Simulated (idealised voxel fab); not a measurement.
Documented hereafter: the process module known as voxel gate over fins.
Shown is cross-section cut, with a width of 230 nm and square cells of size 5 nm.
For the purposes of this document, a cross-section shall be understood as a grid of square cells, specified as bands listed in top-to-bottom order, each band consisting of one or more rows of cells. Heights first: top, then bottom, in nm. Then materials, left to right, each with a width in nm. "everywhere" on a single material: fills the band edge to edge. "empty": empty space. Counting heights begins at 0, where everything beneath is, in the wafer as received, one material. The lowest band has no bottom; it goes on downwards, as "0..down" shows. Per-row width for "30 to 40": begins at first number (top row of band), ends at second number (bottom row), increment between rows held constant. "changes: none" after a step means that no cell of the cross-section changed. The label "closed voids" introduces a list of the empty spaces, 8 cells or larger, that have no open way up to the top; each entry in it reads width x height at distance, where the distance is taken from the left edge and all three are stated in nm. Formally, on a step line, whatever follows the settings is a remark that the simulator itself makes on the step. overlay nm: for a step with a mask, the amount by which the mask lay right of where it was planned; a negative amount means left of it.
STEPS IN THE PROCESS PLAN
1 op RECEIVE | material Si
2 op CONFORMAL_DEP | material SiN | thk nm 5
3 op DIRECTIONAL_DEP | material aC | thk nm 10
4 op PATTERN | tone cover | mask id FINS | material resist | width nm 15 | pitch nm 45 | thk nm 25 | overlay nm 0
5 op DIRECTIONAL_ETCH | etch materials aC | depth nm 10
6 op STRIP | etch materials resist
7 op DIRECTIONAL_ETCH | etch materials SiN | depth nm 5
8 op DIRECTIONAL_ETCH | etch materials Si | depth nm 35
9 op STRIP | etch materials aC
10 op OXIDIZE | depth nm 5
11 op FILL_DEP | material SiO2 | thk nm 15
12 op CMP | height nm 5
13 op SELECTIVE_ETCH | etch materials SiO2 | depth nm 20
14 op STRIP | etch materials SiN
15 op CONFORMAL_DEP | material HfO2 | thk nm 5
16 op CONFORMAL_DEP | material TiN | thk nm 5
17 op FILL_DEP | material W | thk nm 15
18 op CMP | height nm 20
19 op CONFORMAL_DEP | material SiN | thk nm 5
THE FIRST OF TWO WAFERS, RUN AS PLANNED
INCOMING WAFER, CROSS-SECTIONAL VIEW, POST STEP 1
	0..down  Si everywhere
	closed voids: none
SO THIS IS THE WAFER CROSS-SECTION RIGHT AFTER STEP 2
	5..0  SiN everywhere
	Everything below 0 is unchanged.
SO THIS IS THE WAFER CROSS-SECTION RIGHT AFTER STEP 3
	15..5  aC everywhere
	Everything below 5 is unchanged.
SO THIS IS THE WAFER CROSS-SECTION RIGHT AFTER STEP 4
	40..15  60 of empty; 15 of resist; 30 of empty; 15 of resist; 30 of empty; 15 of resist; 65 of empty
	Everything below 15 is unchanged.
SO THIS IS THE WAFER CROSS-SECTION RIGHT AFTER STEP 5
	30..15  60 of empty; 15 of resist; 30 of empty; 15 of resist; 30 of empty; 15 of resist; 65 of empty
	15..5  60 of empty; 15 of aC; 30 of empty; 15 of aC; 30 of empty; 15 of aC; 65 of empty
	Everything below 5 is unchanged.
SO THIS IS THE WAFER CROSS-SECTION RIGHT AFTER STEP 6
	15..5  60 of empty; 15 of aC; 30 of empty; 15 of aC; 30 of empty; 15 of aC; 65 of empty
	Everything below 5 is unchanged.
SO THIS IS THE WAFER CROSS-SECTION RIGHT AFTER STEP 7
	15..5  60 of empty; 15 of aC; 30 of empty; 15 of aC; 30 of empty; 15 of aC; 65 of empty
	5..0  60 of empty; 15 of SiN; 30 of empty; 15 of SiN; 30 of empty; 15 of SiN; 65 of empty
	Everything below 0 is unchanged.
SO THIS IS THE WAFER CROSS-SECTION RIGHT AFTER STEP 8
	15..5  60 of empty; 15 of aC; 30 of empty; 15 of aC; 30 of empty; 15 of aC; 65 of empty
	5..0  60 of empty; 15 of SiN; 30 of empty; 15 of SiN; 30 of empty; 15 of SiN; 65 of empty
	0..-35  60 of empty; 15 of Si; 30 of empty; 15 of Si; 30 of empty; 15 of Si; 65 of empty
	Everything below -35 is unchanged.
SO THIS IS THE WAFER CROSS-SECTION RIGHT AFTER STEP 9
	5..0  60 of empty; 15 of SiN; 30 of empty; 15 of SiN; 30 of empty; 15 of SiN; 65 of empty
	Everything below 0 is unchanged.
SO THIS IS THE WAFER CROSS-SECTION RIGHT AFTER STEP 10
	5..0  60 of empty; 15 of SiN; 30 of empty; 15 of SiN; 30 of empty; 15 of SiN; 65 of empty
	0..-35  60 of empty; 5 of SiO2; 5 of Si; 5 of SiO2; 30 of empty; 5 of SiO2; 5 of Si; 5 of SiO2; 30 of empty; 5 of SiO2; 5 of Si; 5 of SiO2; 65 of empty
	-35..-40  65 of SiO2; 5 of Si; 40 of SiO2; 5 of Si; 40 of SiO2; 5 of Si; 70 of SiO2
	Everything below -40 is unchanged.
SO THIS IS THE WAFER CROSS-SECTION RIGHT AFTER STEP 11
	20..5  SiO2 everywhere
	5..0  60 of SiO2; 15 of SiN; 30 of SiO2; 15 of SiN; 30 of SiO2; 15 of SiN; 65 of SiO2
	0..-40  65 of SiO2; 5 of Si; 40 of SiO2; 5 of Si; 40 of SiO2; 5 of Si; 70 of SiO2
	Everything below -40 is unchanged.
SO THIS IS THE WAFER CROSS-SECTION RIGHT AFTER STEP 12
	5..0  60 of SiO2; 15 of SiN; 30 of SiO2; 15 of SiN; 30 of SiO2; 15 of SiN; 65 of SiO2
	Everything below 0 is unchanged.
SO THIS IS THE WAFER CROSS-SECTION RIGHT AFTER STEP 13
	5..0  60 of empty; 15 of SiN; 30 of empty; 15 of SiN; 30 of empty; 15 of SiN; 65 of empty
	0..-15  65 of empty; 5 of Si; 40 of empty; 5 of Si; 40 of empty; 5 of Si; 70 of empty
	Everything below -15 is unchanged.
SO THIS IS THE WAFER CROSS-SECTION RIGHT AFTER STEP 14
	0..-15  65 of empty; 5 of Si; 40 of empty; 5 of Si; 40 of empty; 5 of Si; 70 of empty
	Everything below -15 is unchanged.
SO THIS IS THE WAFER CROSS-SECTION RIGHT AFTER STEP 15
	5..0  60 of empty; 15 of HfO2; 30 of empty; 15 of HfO2; 30 of empty; 15 of HfO2; 65 of empty
	0..-10  60 of empty; 5 of HfO2; 5 of Si; 5 of HfO2; 30 of empty; 5 of HfO2; 5 of Si; 5 of HfO2; 30 of empty; 5 of HfO2; 5 of Si; 5 of HfO2; 65 of empty
	-10..-15  65 of HfO2; 5 of Si; 40 of HfO2; 5 of Si; 40 of HfO2; 5 of Si; 70 of HfO2
	Everything below -15 is unchanged.
SO THIS IS THE WAFER CROSS-SECTION RIGHT AFTER STEP 16
	10..5  55 of empty; 25 of TiN; 20 of empty; 25 of TiN; 20 of empty; 25 of TiN; 60 of empty
	5..0  55 of empty; 5 of TiN; 15 of HfO2; 5 of TiN; 20 of empty; 5 of TiN; 15 of HfO2; 5 of TiN; 20 of empty; 5 of TiN; 15 of HfO2; 5 of TiN; 60 of empty
	0..-5  55 of empty; 5 of TiN; 5 of HfO2; 5 of Si; 5 of HfO2; 5 of TiN; 20 of empty; 5 of TiN; 5 of HfO2; 5 of Si; 5 of HfO2; 5 of TiN; 20 of empty; 5 of TiN; 5 of HfO2; 5 of Si; 5 of HfO2; 5 of TiN; 60 of empty
	-5..-10  60 of TiN; 5 of HfO2; 5 of Si; 5 of HfO2; 30 of TiN; 5 of HfO2; 5 of Si; 5 of HfO2; 30 of TiN; 5 of HfO2; 5 of Si; 5 of HfO2; 65 of TiN
	Everything below -10 is unchanged.
SO THIS IS THE WAFER CROSS-SECTION RIGHT AFTER STEP 17
	25..10  W everywhere
	10..5  55 of W; 25 of TiN; 20 of W; 25 of TiN; 20 of W; 25 of TiN; 60 of W
	5..0  55 of W; 5 of TiN; 15 of HfO2; 5 of TiN; 20 of W; 5 of TiN; 15 of HfO2; 5 of TiN; 20 of W; 5 of TiN; 15 of HfO2; 5 of TiN; 60 of W
	0..-5  55 of W; 5 of TiN; 5 of HfO2; 5 of Si; 5 of HfO2; 5 of TiN; 20 of W; 5 of TiN; 5 of HfO2; 5 of Si; 5 of HfO2; 5 of TiN; 20 of W; 5 of TiN; 5 of HfO2; 5 of Si; 5 of HfO2; 5 of TiN; 60 of W
	Everything below -5 is unchanged.
SO THIS IS THE WAFER CROSS-SECTION RIGHT AFTER STEP 18
	20..10  W everywhere
	Everything below 10 is unchanged.
SO THIS IS THE WAFER CROSS-SECTION RIGHT AFTER STEP 19
	25..20  SiN everywhere
	Everything below 20 is unchanged.
THE SECOND WAFER WAS PREPARED FROM THE SAME STARTING POINT AND UNDER THE SAME PLAN AS THE FIRST; ITS PROCESSING CONTAINED ONE MISTAKE, AND IT REMAINS INDISTINGUISHABLE FROM THE FIRST WAFER UP TO AND INCLUDING STEP 7
CROSS-SECTION OF THE SECOND WAFER AT THE TIME STEP 8 OF THE PLAN SHOULD HAVE ENDED
	15..5  60 of empty; 15 of aC; 30 of empty; 15 of aC; 30 of empty; 15 of aC; 65 of empty
	5..0  60 of empty; 15 of SiN; 30 of empty; 15 of SiN; 30 of empty; 15 of SiN; 65 of empty
	0..-25  60 of empty; 15 of Si; 30 of empty; 15 of Si; 30 of empty; 15 of Si; 65 of empty
	Everything below -25 is unchanged.
CROSS-SECTION OF THE SECOND WAFER AT THE TIME STEP 9 OF THE PLAN SHOULD HAVE ENDED
	5..0  60 of empty; 15 of SiN; 30 of empty; 15 of SiN; 30 of empty; 15 of SiN; 65 of empty
	Everything below 0 is unchanged.
CROSS-SECTION OF THE SECOND WAFER AT THE TIME STEP 10 OF THE PLAN SHOULD HAVE ENDED
	5..0  60 of empty; 15 of SiN; 30 of empty; 15 of SiN; 30 of empty; 15 of SiN; 65 of empty
	0..-25  60 of empty; 5 of SiO2; 5 of Si; 5 of SiO2; 30 of empty; 5 of SiO2; 5 of Si; 5 of SiO2; 30 of empty; 5 of SiO2; 5 of Si; 5 of SiO2; 65 of empty
	-25..-30  65 of SiO2; 5 of Si; 40 of SiO2; 5 of Si; 40 of SiO2; 5 of Si; 70 of SiO2
	Everything below -30 is unchanged.
CROSS-SECTION OF THE SECOND WAFER AT THE TIME STEP 11 OF THE PLAN SHOULD HAVE ENDED
	20..5  SiO2 everywhere
	5..0  60 of SiO2; 15 of SiN; 30 of SiO2; 15 of SiN; 30 of SiO2; 15 of SiN; 65 of SiO2
	0..-30  65 of SiO2; 5 of Si; 40 of SiO2; 5 of Si; 40 of SiO2; 5 of Si; 70 of SiO2
	Everything below -30 is unchanged.
CROSS-SECTION OF THE SECOND WAFER AT THE TIME STEP 12 OF THE PLAN SHOULD HAVE ENDED
	5..0  60 of SiO2; 15 of SiN; 30 of SiO2; 15 of SiN; 30 of SiO2; 15 of SiN; 65 of SiO2
	Everything below 0 is unchanged.
CROSS-SECTION OF THE SECOND WAFER AT THE TIME STEP 13 OF THE PLAN SHOULD HAVE ENDED
	5..0  60 of empty; 15 of SiN; 30 of empty; 15 of SiN; 30 of empty; 15 of SiN; 65 of empty
	0..-15  65 of empty; 5 of Si; 40 of empty; 5 of Si; 40 of empty; 5 of Si; 70 of empty
	Everything below -15 is unchanged.
CROSS-SECTION OF THE SECOND WAFER AT THE TIME STEP 14 OF THE PLAN SHOULD HAVE ENDED
	0..-15  65 of empty; 5 of Si; 40 of empty; 5 of Si; 40 of empty; 5 of Si; 70 of empty
	Everything below -15 is unchanged.
CROSS-SECTION OF THE SECOND WAFER AT THE TIME STEP 15 OF THE PLAN SHOULD HAVE ENDED
	5..0  60 of empty; 15 of HfO2; 30 of empty; 15 of HfO2; 30 of empty; 15 of HfO2; 65 of empty
	0..-10  60 of empty; 5 of HfO2; 5 of Si; 5 of HfO2; 30 of empty; 5 of HfO2; 5 of Si; 5 of HfO2; 30 of empty; 5 of HfO2; 5 of Si; 5 of HfO2; 65 of empty
	-10..-15  65 of HfO2; 5 of Si; 40 of HfO2; 5 of Si; 40 of HfO2; 5 of Si; 70 of HfO2
	Everything below -15 is unchanged.
CROSS-SECTION OF THE SECOND WAFER AT THE TIME STEP 16 OF THE PLAN SHOULD HAVE ENDED
	10..5  55 of empty; 25 of TiN; 20 of empty; 25 of TiN; 20 of empty; 25 of TiN; 60 of empty
	5..0  55 of empty; 5 of TiN; 15 of HfO2; 5 of TiN; 20 of empty; 5 of TiN; 15 of HfO2; 5 of TiN; 20 of empty; 5 of TiN; 15 of HfO2; 5 of TiN; 60 of empty
	0..-5  55 of empty; 5 of TiN; 5 of HfO2; 5 of Si; 5 of HfO2; 5 of TiN; 20 of empty; 5 of TiN; 5 of HfO2; 5 of Si; 5 of HfO2; 5 of TiN; 20 of empty; 5 of TiN; 5 of HfO2; 5 of Si; 5 of HfO2; 5 of TiN; 60 of empty
	-5..-10  60 of TiN; 5 of HfO2; 5 of Si; 5 of HfO2; 30 of TiN; 5 of HfO2; 5 of Si; 5 of HfO2; 30 of TiN; 5 of HfO2; 5 of Si; 5 of HfO2; 65 of TiN
	Everything below -10 is unchanged.
CROSS-SECTION OF THE SECOND WAFER AT THE TIME STEP 17 OF THE PLAN SHOULD HAVE ENDED
	25..10  W everywhere
	10..5  55 of W; 25 of TiN; 20 of W; 25 of TiN; 20 of W; 25 of TiN; 60 of W
	5..0  55 of W; 5 of TiN; 15 of HfO2; 5 of TiN; 20 of W; 5 of TiN; 15 of HfO2; 5 of TiN; 20 of W; 5 of TiN; 15 of HfO2; 5 of TiN; 60 of W
	0..-5  55 of W; 5 of TiN; 5 of HfO2; 5 of Si; 5 of HfO2; 5 of TiN; 20 of W; 5 of TiN; 5 of HfO2; 5 of Si; 5 of HfO2; 5 of TiN; 20 of W; 5 of TiN; 5 of HfO2; 5 of Si; 5 of HfO2; 5 of TiN; 60 of W
	Everything below -5 is unchanged.
CROSS-SECTION OF THE SECOND WAFER AT THE TIME STEP 18 OF THE PLAN SHOULD HAVE ENDED
	20..10  W everywhere
	Everything below 10 is unchanged.
CROSS-SECTION OF THE SECOND WAFER AT THE TIME STEP 19 OF THE PLAN SHOULD HAVE ENDED
	25..20  SiN everywhere
	Everything below 20 is unchanged.
Short version of what went wrong: heads up, step 8 didn't go per plan, it actually ran as op DIRECTIONAL_ETCH | etch materials Si | depth nm 25
Cell-count delta at end, second wafer over first, by material: 86 more of Si | 86 fewer of SiO2
